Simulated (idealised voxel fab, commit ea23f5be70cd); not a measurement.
Name of the process module below: voxel fin reveal
Xsec cut, 275 nm wide, square cell size 5 nm.
Square cells in a grid make up a cross-section in this document, and the grid is given as bands, listed from the top down, each one or more rows of cells.
Heights first: top, then bottom, in nm. Then materials, left to right, each with a width in nm. "full width" on a single material: fills the band edge to edge. "empty": empty space.
Heights from 0 (as-received wafer is one material below). Bottom band endless downward, as "0 down".
Think of "30..40" as a width that walks from the first number to the second as you go down the band, top row to bottom row, taking equal-sized steps from row to row.
"identical to before" -> step changed no cross-section cell.
In the "Closed voids list" entry, you get each enclosed empty space of 8 cells or more, one with no open way to the top, written width x height at distance, distance from the left edge, in nm.
Anything after a step's settings on that line? It's the simulator's own note about the step.
The optional step-line setting "overlay nm" applies to steps with a mask and quantifies how far to the right of its planned location the mask lay, a negative value indicating leftward placement.
**Intended process steps**
1) RECEIVE, material Si
2) CONFORMAL_DEP, material SiN, thk nm 5
3) PATTERN, tone cover, mask id FINS, material resist, width nm 15, pitch nm 35, thk nm 15, overlay nm 0
4) DIRECTIONAL_ETCH, etch materials SiN, depth nm 5
5) DIRECTIONAL_ETCH, etch materials Si, depth nm 40
6) STRIP, etch materials resist
7) FILL_DEP, material SiO2, thk nm 10
8) CMP, height nm -5
9) SELECTIVE_ETCH, etch materials SiO2, depth nm 25
10) STRIP, etch materials SiN
11) CONFORMAL_DEP, material HfO2, thk nm 5
Quick note for whoever runs this: the wafers start identical, but the height nm at step 8 isn't the same across them. The plan just shows what the first wafer had.
**This is how the first of several wafers looked in cross-section when it arrived, which is after step 1**
* 0 down = Si full width
* Closed voids list: none
**Heads up, this table goes wafer by wafer. A row tells you, at the end of the module, how many cells of each material that wafer has put on (+) or dropped (-) since it was received, and then its closed voids**
height nm -5 | +95 HfO2 | -356 Si | +86 SiO2 | Closed voids list: none
height nm 0 | +95 HfO2 | -344 Si | +129 SiO2 | Closed voids list: none
height nm 5 | +87 HfO2 | -344 Si | +172 SiO2 | Closed voids list: none
height nm 10 | +79 HfO2 | -344 Si | +215 SiO2 | Closed voids list: none
height nm 15 | +71 HfO2 | -344 Si | +258 SiO2 | Closed voids list: none
